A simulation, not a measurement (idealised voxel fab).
Herein follows the process module entitled voxel transistor to metal.
It is cross-section cut that appears here, measuring 210 nm in width, its square cells being 5 nm in size.
A cross-section is a grid of square cells, given in bands from the top down. A band is one or more rows of cells. First you get the band's top height and its bottom height, in nm, and then the materials it's made of, left to right, with each width in nm. If you see a single material with "edge to edge", that one covers the band edge to edge. "empty" is empty space. All heights in this document are referenced to 0, defined as the level beneath which the wafer, as received, consists entirely of one material. The lowest band is not bounded below; it extends indefinitely downward and is written in the form "z 0 and below". The expression "30..40" gives the width at the extremes of the band, the first number at its top row of cells and the second at its bottom row, with the width changing by equal amounts from each row to the next in between. The cross-section has no changed cell in any step marked "changes: none". Closed-off voids of 8+ cells (no open route to the top) go in "Fully enclosed voids", written width x height at distance from the left edge, in nm. If you see something after the settings on a step's line, that's the simulator's own remark about that step. overlay nm: mask offset rightward from planned place, masked step; negative means leftward offset.
The following list gives the planned process steps:
| 1 | RECEIVE: material Si |
| 2 | CONFORMAL_DEP: material SiO2, thk nm 5 |
| 3 | CONFORMAL_DEP: material SiN, thk nm 10 |
| 4 | DIRECTIONAL_DEP: material aC, thk nm 10 |
| 5 | PATTERN: tone cover, mask id ACTIVE, material resist, width nm 105, thk nm 25, overlay nm 0 |
| 6 | DIRECTIONAL_ETCH: etch materials aC, depth nm 10 |
| 7 | STRIP: etch materials resist |
| 8 | DIRECTIONAL_ETCH: etch materials SiN, depth nm 10 |
| 9 | DIRECTIONAL_ETCH: etch materials SiO2, depth nm 5 |
| 10 | DIRECTIONAL_ETCH: etch materials Si, depth nm 30 |
| 11 | STRIP: etch materials aC |
| 12 | FILL_DEP: material SiO2, thk nm 15 |
| 13 | CMP: height nm 15 |
| 14 | SELECTIVE_ETCH: etch materials SiO2, depth nm 5 |
| 15 | STRIP: etch materials SiN |
| 16 | SELECTIVE_ETCH: etch materials SiO2, depth nm 5 |
| 17 | OXIDIZE: depth nm 5 |
| 18 | DIRECTIONAL_DEP: material polySi, thk nm 20 |
| 19 | DIRECTIONAL_DEP: material SiCN, thk nm 10 |
| 20 | DIRECTIONAL_DEP: material aC, thk nm 10 |
| 21 | PATTERN: tone cover, mask id GATE, material resist, width nm 15, thk nm 30, overlay nm 0 |
| 22 | DIRECTIONAL_ETCH: etch materials aC, depth nm 10 |
| 23 | STRIP: etch materials resist |
| 24 | DIRECTIONAL_ETCH: etch materials SiCN, depth nm 20 |
| 25 | DIRECTIONAL_ETCH: etch materials polySi, depth nm 30 |
| 26 | STRIP: etch materials aC |
| 27 | CONFORMAL_DEP: material SiN, thk nm 5 |
| 28 | DIRECTIONAL_ETCH: etch materials SiN, depth nm 5 |
| 29 | DIRECTIONAL_ETCH: etch materials SiO2, depth nm 5 |
| 30 | EPI: material pSi, thk nm 5 |
| 31 | FILL_DEP: material SiO2, thk nm 10 |
| 32 | CMP: height nm 30 |
| 33 | DIRECTIONAL_DEP: material SiO2, thk nm 15 |
| 34 | PATTERN: tone open, mask id CONTACT, material resist, width nm 30, pitch nm 55, thk nm 20, overlay nm 0 |
| 35 | DIRECTIONAL_ETCH: etch materials SiO2, depth nm 45 |
| 36 | STRIP: etch materials resist |
| 37 | CONFORMAL_DEP: material TiN, thk nm 5 |
| 38 | FILL_DEP: material W, thk nm 5 |
| 39 | CMP: height nm 45 |
| 40 | DIRECTIONAL_DEP: material TiN, thk nm 5 |
| 41 | DIRECTIONAL_DEP: material W, thk nm 25 |
| 42 | DIRECTIONAL_DEP: material aC, thk nm 15 |
| 43 | PATTERN: tone cover, mask id METAL_1, material resist, width nm 15, pitch nm 70, thk nm 35, overlay nm 0 |
| 44 | DIRECTIONAL_ETCH: etch materials aC, depth nm 15 |
| 45 | STRIP: etch materials resist |
| 46 | DIRECTIONAL_ETCH: etch materials W, depth nm 25 |
| 47 | DIRECTIONAL_ETCH: etch materials TiN, depth nm 5 |
| 48 | STRIP: etch materials aC |
| 49 | FILL_DEP: material SiO2, thk nm 10 |
| 50 | CMP: height nm 75 |
| 51 | CONFORMAL_DEP: material SiN, thk nm 5 |
Of two wafers, the first: run according to plan:
Received-state cross-section, reflecting completion of step 1:
	z 0 and below = Si edge to edge
	Fully enclosed voids: none
Wafer section view after processing step 2:
	z 5 to 0 = SiO2 edge to edge
	Under the height 0 nothing was changed.
Wafer section view after processing step 3:
	z 15 to 5 = SiN edge to edge
	Under the height 5 nothing was changed.
Wafer section view after processing step 4:
	z 25 to 15 = aC edge to edge
	Under the height 15 nothing was changed.
Wafer section view after processing step 5:
	z 50 to 25 = empty (50) / resist (105) / empty (55)
	Under the height 25 nothing was changed.
Wafer section view after processing step 6:
	z 40 to 25 = empty (50) / resist (105) / empty (55)
	z 25 to 15 = empty (50) / aC (105) / empty (55)
	Under the height 15 nothing was changed.
Wafer section view after processing step 7:
	z 25 to 15 = empty (50) / aC (105) / empty (55)
	Under the height 15 nothing was changed.
Wafer section view after processing step 8:
	z 25 to 15 = empty (50) / aC (105) / empty (55)
	z 15 to 5 = empty (50) / SiN (105) / empty (55)
	Under the height 5 nothing was changed.
Wafer section view after processing step 9:
	z 25 to 15 = empty (50) / aC (105) / empty (55)
	z 15 to 5 = empty (50) / SiN (105) / empty (55)
	z 5 to 0 = empty (50) / SiO2 (105) / empty (55)
	Under the height 0 nothing was changed.
Wafer section view after processing step 10:
	z 25 to 15 = empty (50) / aC (105) / empty (55)
	z 15 to 5 = empty (50) / SiN (105) / empty (55)
	z 5 to 0 = empty (50) / SiO2 (105) / empty (55)
	z 0 to -30 = empty (50) / Si (105) / empty (55)
	Under the height -30 nothing was changed.
Wafer section view after processing step 11:
	z 15 to 5 = empty (50) / SiN (105) / empty (55)
	Under the height 5 nothing was changed.
Wafer section view after processing step 12:
	z 30 to 15 = SiO2 edge to edge
	z 15 to 5 = SiO2 (50) / SiN (105) / SiO2 (55)
	z 5 to 0 = SiO2 edge to edge
	z 0 to -30 = SiO2 (50) / Si (105) / SiO2 (55)
	Under the height -30 nothing was changed.
Wafer section view after processing step 13:
	z 15 to 5 = SiO2 (50) / SiN (105) / SiO2 (55)
	Under the height 5 nothing was changed.
Wafer section view after processing step 14:
	z 15 to 10 = empty (50) / SiN (105) / empty (55)
	Under the height 10 nothing was changed.
Wafer section view after processing step 15:
	z 10 to 5 = SiO2 (50) / empty (105) / SiO2 (55)
	Under the height 5 nothing was changed.
Wafer section view after processing step 16:
	z 5 to 0 = SiO2 (45) / empty (115) / SiO2 (50)
	Under the height 0 nothing was changed.
Wafer section view after processing step 17:
	z 5 to 0 = SiO2 (45) / empty (115) / SiO2 (50)
	z 0 to -5 = SiO2 edge to edge
	Under the height -5 nothing was changed.
Wafer section view after processing step 18:
	z 25 to 20 = polySi (45) / empty (115) / polySi (50)
	z 20 to 5 = polySi edge to edge
	z 5 to 0 = SiO2 (45) / polySi (115) / SiO2 (50)
	Under the height 0 nothing was changed.
Wafer section view after processing step 19:
	z 35 to 30 = SiCN (45) / empty (115) / SiCN (50)
	z 30 to 25 = SiCN edge to edge
	z 25 to 20 = polySi (45) / SiCN (115) / polySi (50)
	Under the height 20 nothing was changed.
Wafer section view after processing step 20:
	z 45 to 40 = aC (45) / empty (115) / aC (50)
	z 40 to 35 = aC edge to edge
	z 35 to 30 = SiCN (45) / aC (115) / SiCN (50)
	Under the height 30 nothing was changed.
Wafer section view after processing step 21:
	z 75 to 45 = empty (95) / resist (15) / empty (100)
	z 45 to 40 = aC (45) / empty (50) / resist (15) / empty (50) / aC (50)
	Under the height 40 nothing was changed.
Wafer section view after processing step 22:
	z 65 to 40 = empty (95) / resist (15) / empty (100)
	z 40 to 35 = empty (95) / aC (15) / empty (100)
	z 35 to 30 = SiCN (45) / empty (50) / aC (15) / empty (50) / SiCN (50)
	Under the height 30 nothing was changed.
Wafer section view after processing step 23:
	z 40 to 35 = empty (95) / aC (15) / empty (100)
	Under the height 35 nothing was changed.
Wafer section view after processing step 24:
	z 40 to 30 = empty (95) / aC (15) / empty (100)
	z 30 to 25 = empty (95) / SiCN (15) / empty (100)
	z 25 to 20 = polySi (45) / empty (50) / SiCN (15) / empty (50) / polySi (50)
	Under the height 20 nothing was changed.
Wafer section view after processing step 25:
	z 40 to 30 = empty (95) / aC (15) / empty (100)
	z 30 to 20 = empty (95) / SiCN (15) / empty (100)
	z 20 to 5 = empty (95) / polySi (15) / empty (100)
	z 5 to 0 = SiO2 (45) / empty (50) / polySi (15) / empty (50) / SiO2 (50)
	Under the height 0 nothing was changed.
Wafer section view after processing step 26:
	z 30 to 20 = empty (95) / SiCN (15) / empty (100)
	Under the height 20 nothing was changed.
Wafer section view after processing step 27:
	z 35 to 30 = empty (90) / SiN (25) / empty (95)
	z 30 to 20 = empty (90) / SiN (5) / SiCN (15) / SiN (5) / empty (95)
	z 20 to 10 = empty (90) / SiN (5) / polySi (15) / SiN (5) / empty (95)
	z 10 to 5 = SiN (50) / empty (40) / SiN (5) / polySi (15) / SiN (5) / empty (40) / SiN (55)
	z 5 to 0 = SiO2 (45) / SiN (50) / polySi (15) / SiN (50) / SiO2 (50)
	Under the height 0 nothing was changed.
Wafer section view after processing step 28:
	z 30 to 20 = empty (90) / SiN (5) / SiCN (15) / SiN (5) / empty (95)
	z 20 to 5 = empty (90) / SiN (5) / polySi (15) / SiN (5) / empty (95)
	z 5 to 0 = SiO2 (45) / SiN (5) / empty (40) / SiN (5) / polySi (15) / SiN (5) / empty (40) / SiN (5) / SiO2 (50)
	Under the height 0 nothing was changed.
Wafer section view after processing step 29:
	z 30 to 20 = empty (90) / SiN (5) / SiCN (15) / SiN (5) / empty (95)
	z 20 to 5 = empty (90) / SiN (5) / polySi (15) / SiN (5) / empty (95)
	z 5 to 0 = empty (45) / SiN (5) / empty (40) / SiN (5) / polySi (15) / SiN (5) / empty (40) / SiN (5) / empty (50)
	z 0 to -5 = SiO2 (50) / empty (40) / SiO2 (25) / empty (40) / SiO2 (55)
	Under the height -5 nothing was changed.
Wafer section view after processing step 30:
	z 30 to 20 = empty (90) / SiN (5) / SiCN (15) / SiN (5) / empty (95)
	z 20 to 5 = empty (90) / SiN (5) / polySi (15) / SiN (5) / empty (95)
	z 5 to 0 = empty (45) / SiN (5) / empty (40) / SiN (5) / polySi (15) / SiN (5) / empty (40) / SiN (5) / empty (50)
	z 0 to -5 = SiO2 (50) / pSi (40) / SiO2 (25) / pSi (40) / SiO2 (55)
	Under the height -5 nothing was changed.
Wafer section view after processing step 31:
	z 40 to 30 = SiO2 edge to edge
	z 30 to 20 = SiO2 (90) / SiN (5) / SiCN (15) / SiN (5) / SiO2 (95)
	z 20 to 5 = SiO2 (90) / SiN (5) / polySi (15) / SiN (5) / SiO2 (95)
	z 5 to 0 = SiO2 (45) / SiN (5) / SiO2 (40) / SiN (5) / polySi (15) / SiN (5) / SiO2 (40) / SiN (5) / SiO2 (50)
	Under the height 0 nothing was changed.
Wafer section view after processing step 32:
	z 30 to 20 = SiO2 (90) / SiN (5) / SiCN (15) / SiN (5) / SiO2 (95)
	Under the height 20 nothing was changed.
Wafer section view after processing step 33:
	z 45 to 30 = SiO2 edge to edge
	Under the height 30 nothing was changed.
Wafer section view after processing step 34:
	z 65 to 45 = resist (60) / empty (30) / resist (25) / empty (30) / resist (65)
	Under the height 45 nothing was changed.
Wafer section view after processing step 35:
	z 65 to 45 = resist (60) / empty (30) / resist (25) / empty (30) / resist (65)
	z 45 to 30 = SiO2 (60) / empty (30) / SiO2 (25) / empty (30) / SiO2 (65)
	z 30 to 20 = SiO2 (60) / empty (30) / SiN (5) / SiCN (15) / SiN (5) / empty (30) / SiO2 (65)
	z 20 to 5 = SiO2 (60) / empty (30) / SiN (5) / polySi (15) / SiN (5) / empty (30) / SiO2 (65)
	z 5 to 0 = SiO2 (45) / SiN (5) / SiO2 (10) / empty (30) / SiN (5) / polySi (15) / SiN (5) / empty (30) / SiO2 (10) / SiN (5) / SiO2 (50)
	Under the height 0 nothing was changed.
Wafer section view after processing step 36:
	z 45 to 30 = SiO2 (60) / empty (30) / SiO2 (25) / empty (30) / SiO2 (65)
	Under the height 30 nothing was changed.
Wafer section view after processing step 37:
	z 50 to 45 = TiN (65) / empty (20) / TiN (35) / empty (20) / TiN (70)
	z 45 to 30 = SiO2 (60) / TiN (5) / empty (20) / TiN (5) / SiO2 (25) / TiN (5) / empty (20) / TiN (5) / SiO2 (65)
	z 30 to 20 = SiO2 (60) / TiN (5) / empty (20) / TiN (5) / SiN (5) / SiCN (15) / SiN (5) / TiN (5) / empty (20) / TiN (5) / SiO2 (65)
	z 20 to 5 = SiO2 (60) / TiN (5) / empty (20) / TiN (5) / SiN (5) / polySi (15) / SiN (5) / TiN (5) / empty (20) / TiN (5) / SiO2 (65)
	z 5 to 0 = SiO2 (45) / SiN (5) / SiO2 (10) / TiN (30) / SiN (5) / polySi (15) / SiN (5) / TiN (30) / SiO2 (10) / SiN (5) / SiO2 (50)
	Under the height 0 nothing was changed.
Wafer section view after processing step 38:
	z 55 to 50 = W edge to edge
	z 50 to 45 = TiN (65) / W (20) / TiN (35) / W (20) / TiN (70)
	z 45 to 30 = SiO2 (60) / TiN (5) / W (20) / TiN (5) / SiO2 (25) / TiN (5) / W (20) / TiN (5) / SiO2 (65)
	z 30 to 20 = SiO2 (60) / TiN (5) / W (20) / TiN (5) / SiN (5) / SiCN (15) / SiN (5) / TiN (5) / W (20) / TiN (5) / SiO2 (65)
	z 20 to 5 = SiO2 (60) / TiN (5) / W (20) / TiN (5) / SiN (5) / polySi (15) / SiN (5) / TiN (5) / W (20) / TiN (5) / SiO2 (65)
	Under the height 5 nothing was changed.
Wafer section view after processing step 39:
	z 45 to 30 = SiO2 (60) / TiN (5) / W (20) / TiN (5) / SiO2 (25) / TiN (5) / W (20) / TiN (5) / SiO2 (65)
	Under the height 30 nothing was changed.
Wafer section view after processing step 40:
	z 50 to 45 = TiN edge to edge
	Under the height 45 nothing was changed.
Wafer section view after processing step 41:
	z 75 to 50 = W edge to edge
	Under the height 50 nothing was changed.
Wafer section view after processing step 42:
	z 90 to 75 = aC edge to edge
	Under the height 75 nothing was changed.
Wafer section view after processing step 43:
	z 125 to 90 = empty (60) / resist (15) / empty (55) / resist (15) / empty (65)
	Under the height 90 nothing was changed.
Wafer section view after processing step 44:
	z 110 to 90 = empty (60) / resist (15) / empty (55) / resist (15) / empty (65)
	z 90 to 75 = empty (60) / aC (15) / empty (55) / aC (15) / empty (65)
	Under the height 75 nothing was changed.
Wafer section view after processing step 45:
	z 90 to 75 = empty (60) / aC (15) / empty (55) / aC (15) / empty (65)
	Under the height 75 nothing was changed.
Wafer section view after processing step 46:
	z 90 to 75 = empty (60) / aC (15) / empty (55) / aC (15) / empty (65)
	z 75 to 50 = empty (60) / W (15) / empty (55) / W (15) / empty (65)
	Under the height 50 nothing was changed.
Wafer section view after processing step 47:
	z 90 to 75 = empty (60) / aC (15) / empty (55) / aC (15) / empty (65)
	z 75 to 50 = empty (60) / W (15) / empty (55) / W (15) / empty (65)
	z 50 to 45 = empty (60) / TiN (15) / empty (55) / TiN (15) / empty (65)
	Under the height 45 nothing was changed.
Wafer section view after processing step 48:
	z 75 to 50 = empty (60) / W (15) / empty (55) / W (15) / empty (65)
	Under the height 50 nothing was changed.
Wafer section view after processing step 49:
	z 85 to 75 = SiO2 edge to edge
	z 75 to 50 = SiO2 (60) / W (15) / SiO2 (55) / W (15) / SiO2 (65)
	z 50 to 45 = SiO2 (60) / TiN (15) / SiO2 (55) / TiN (15) / SiO2 (65)
	Under the height 45 nothing was changed.
Wafer section view after processing step 50:
	z 75 to 50 = SiO2 (60) / W (15) / SiO2 (55) / W (15) / SiO2 (65)
	Under the height 50 nothing was changed.
Wafer section view after processing step 51:
	z 80 to 75 = SiN edge to edge
	Under the height 75 nothing was changed.
The Second Wafer: Common Origin and Plan, One Mistake in Execution, Identical to the First Through Step 12:
The second wafer in cross-section, at the planned close of step 13: changes: none
The second wafer in cross-section, at the planned close of step 14:
	z 25 to 15 = SiO2 edge to edge
	Under the height 15 nothing was changed.
The second wafer in cross-section, at the planned close of step 15: changes: none
The second wafer in cross-section, at the planned close of step 16:
	z 20 to 15 = SiO2 edge to edge
	Under the height 15 nothing was changed.
The second wafer in cross-section, at the planned close of step 17: changes: none
The second wafer in cross-section, at the planned close of step 18:
	z 40 to 20 = polySi edge to edge
	Under the height 20 nothing was changed.
The second wafer in cross-section, at the planned close of step 19:
	z 50 to 40 = SiCN edge to edge
	Under the height 40 nothing was changed.
The second wafer in cross-section, at the planned close of step 20:
	z 60 to 50 = aC edge to edge
	Under the height 50 nothing was changed.
The second wafer in cross-section, at the planned close of step 21:
	z 90 to 60 = empty (95) / resist (15) / empty (100)
	Under the height 60 nothing was changed.
The second wafer in cross-section, at the planned close of step 22:
	z 80 to 60 = empty (95) / resist (15) / empty (100)
	z 60 to 50 = empty (95) / aC (15) / empty (100)
	Under the height 50 nothing was changed.
The second wafer in cross-section, at the planned close of step 23:
	z 60 to 50 = empty (95) / aC (15) / empty (100)
	Under the height 50 nothing was changed.
The second wafer in cross-section, at the planned close of step 24:
	z 60 to 50 = empty (95) / aC (15) / empty (100)
	z 50 to 40 = empty (95) / SiCN (15) / empty (100)
	Under the height 40 nothing was changed.
The second wafer in cross-section, at the planned close of step 25:
	z 60 to 50 = empty (95) / aC (15) / empty (100)
	z 50 to 40 = empty (95) / SiCN (15) / empty (100)
	z 40 to 20 = empty (95) / polySi (15) / empty (100)
	Under the height 20 nothing was changed.
The second wafer in cross-section, at the planned close of step 26:
	z 50 to 40 = empty (95) / SiCN (15) / empty (100)
	Under the height 40 nothing was changed.
The second wafer in cross-section, at the planned close of step 27:
	z 55 to 50 = empty (90) / SiN (25) / empty (95)
	z 50 to 40 = empty (90) / SiN (5) / SiCN (15) / SiN (5) / empty (95)
	z 40 to 25 = empty (90) / SiN (5) / polySi (15) / SiN (5) / empty (95)
	z 25 to 20 = SiN (95) / polySi (15) / SiN (100)
	Under the height 20 nothing was changed.
The second wafer in cross-section, at the planned close of step 28:
	z 50 to 40 = empty (90) / SiN (5) / SiCN (15) / SiN (5) / empty (95)
	z 40 to 20 = empty (90) / SiN (5) / polySi (15) / SiN (5) / empty (95)
	Under the height 20 nothing was changed.
The second wafer in cross-section, at the planned close of step 29:
	z 50 to 40 = empty (90) / SiN (5) / SiCN (15) / SiN (5) / empty (95)
	z 40 to 20 = empty (90) / SiN (5) / polySi (15) / SiN (5) / empty (95)
	z 20 to 15 = empty (90) / SiO2 (25) / empty (95)
	Under the height 15 nothing was changed.
The second wafer in cross-section, at the planned close of step 30: changes: none
The second wafer in cross-section, at the planned close of step 31:
	z 60 to 50 = SiO2 edge to edge
	z 50 to 40 = SiO2 (90) / SiN (5) / SiCN (15) / SiN (5) / SiO2 (95)
	z 40 to 20 = SiO2 (90) / SiN (5) / polySi (15) / SiN (5) / SiO2 (95)
	z 20 to 15 = SiO2 edge to edge
	Under the height 15 nothing was changed.
The second wafer in cross-section, at the planned close of step 32:
	z 30 to 20 = SiO2 (90) / SiN (5) / polySi (15) / SiN (5) / SiO2 (95)
	Under the height 20 nothing was changed.
The second wafer in cross-section, at the planned close of step 33:
	z 45 to 30 = SiO2 edge to edge
	Under the height 30 nothing was changed.
The second wafer in cross-section, at the planned close of step 34:
	z 65 to 45 = resist (60) / empty (30) / resist (25) / empty (30) / resist (65)
	Under the height 45 nothing was changed.
The second wafer in cross-section, at the planned close of step 35:
	z 65 to 45 = resist (60) / empty (30) / resist (25) / empty (30) / resist (65)
	z 45 to 30 = SiO2 (60) / empty (30) / SiO2 (25) / empty (30) / SiO2 (65)
	z 30 to 20 = SiO2 (60) / empty (30) / SiN (5) / polySi (15) / SiN (5) / empty (30) / SiO2 (65)
	z 20 to 15 = SiO2 (60) / empty (30) / SiO2 (25) / empty (30) / SiO2 (65)
	Under the height 15 nothing was changed.
The second wafer in cross-section, at the planned close of step 36:
	z 45 to 30 = SiO2 (60) / empty (30) / SiO2 (25) / empty (30) / SiO2 (65)
	Under the height 30 nothing was changed.
The second wafer in cross-section, at the planned close of step 37:
	z 50 to 45 = TiN (65) / empty (20) / TiN (35) / empty (20) / TiN (70)
	z 45 to 30 = SiO2 (60) / TiN (5) / empty (20) / TiN (5) / SiO2 (25) / TiN (5) / empty (20) / TiN (5) / SiO2 (65)
	z 30 to 20 = SiO2 (60) / TiN (5) / empty (20) / TiN (5) / SiN (5) / polySi (15) / SiN (5) / TiN (5) / empty (20) / TiN (5) / SiO2 (65)
	z 20 to 15 = SiO2 (60) / TiN (30) / SiO2 (25) / TiN (30) / SiO2 (65)
	Under the height 15 nothing was changed.
The second wafer in cross-section, at the planned close of step 38:
	z 55 to 50 = W edge to edge
	z 50 to 45 = TiN (65) / W (20) / TiN (35) / W (20) / TiN (70)
	z 45 to 30 = SiO2 (60) / TiN (5) / W (20) / TiN (5) / SiO2 (25) / TiN (5) / W (20) / TiN (5) / SiO2 (65)
	z 30 to 20 = SiO2 (60) / TiN (5) / W (20) / TiN (5) / SiN (5) / polySi (15) / SiN (5) / TiN (5) / W (20) / TiN (5) / SiO2 (65)
	Under the height 20 nothing was changed.
The second wafer in cross-section, at the planned close of step 39:
	z 45 to 30 = SiO2 (60) / TiN (5) / W (20) / TiN (5) / SiO2 (25) / TiN (5) / W (20) / TiN (5) / SiO2 (65)
	Under the height 30 nothing was changed.
The second wafer in cross-section, at the planned close of step 40:
	z 50 to 45 = TiN edge to edge
	Under the height 45 nothing was changed.
The second wafer in cross-section, at the planned close of step 41:
	z 75 to 50 = W edge to edge
	Under the height 50 nothing was changed.
The second wafer in cross-section, at the planned close of step 42:
	z 90 to 75 = aC edge to edge
	Under the height 75 nothing was changed.
The second wafer in cross-section, at the planned close of step 43:
	z 125 to 90 = empty (60) / resist (15) / empty (55) / resist (15) / empty (65)
	Under the height 90 nothing was changed.
The second wafer in cross-section, at the planned close of step 44:
	z 110 to 90 = empty (60) / resist (15) / empty (55) / resist (15) / empty (65)
	z 90 to 75 = empty (60) / aC (15) / empty (55) / aC (15) / empty (65)
	Under the height 75 nothing was changed.
The second wafer in cross-section, at the planned close of step 45:
	z 90 to 75 = empty (60) / aC (15) / empty (55) / aC (15) / empty (65)
	Under the height 75 nothing was changed.
The second wafer in cross-section, at the planned close of step 46:
	z 90 to 75 = empty (60) / aC (15) / empty (55) / aC (15) / empty (65)
	z 75 to 50 = empty (60) / W (15) / empty (55) / W (15) / empty (65)
	Under the height 50 nothing was changed.
The second wafer in cross-section, at the planned close of step 47:
	z 90 to 75 = empty (60) / aC (15) / empty (55) / aC (15) / empty (65)
	z 75 to 50 = empty (60) / W (15) / empty (55) / W (15) / empty (65)
	z 50 to 45 = empty (60) / TiN (15) / empty (55) / TiN (15) / empty (65)
	Under the height 45 nothing was changed.
The second wafer in cross-section, at the planned close of step 48:
	z 75 to 50 = empty (60) / W (15) / empty (55) / W (15) / empty (65)
	Under the height 50 nothing was changed.
The second wafer in cross-section, at the planned close of step 49:
	z 85 to 75 = SiO2 edge to edge
	z 75 to 50 = SiO2 (60) / W (15) / SiO2 (55) / W (15) / SiO2 (65)
	z 50 to 45 = SiO2 (60) / TiN (15) / SiO2 (55) / TiN (15) / SiO2 (65)
	Under the height 45 nothing was changed.
The second wafer in cross-section, at the planned close of step 50:
	z 75 to 50 = SiO2 (60) / W (15) / SiO2 (55) / W (15) / SiO2 (65)
	Under the height 50 nothing was changed.
The second wafer in cross-section, at the planned close of step 51:
	z 80 to 75 = SiN edge to edge
	Under the height 75 nothing was changed.
The plan and the run diverged here: the plan's step 13 went unexecuted, having been skipped
at the end the second wafer has, in cells: 21 more of Si; 6 fewer of SiCN; 32 more of SiN; 11 more of SiO2; 12 fewer of TiN; 24 fewer of W; 16 fewer of pSi; 6 fewer of polySi
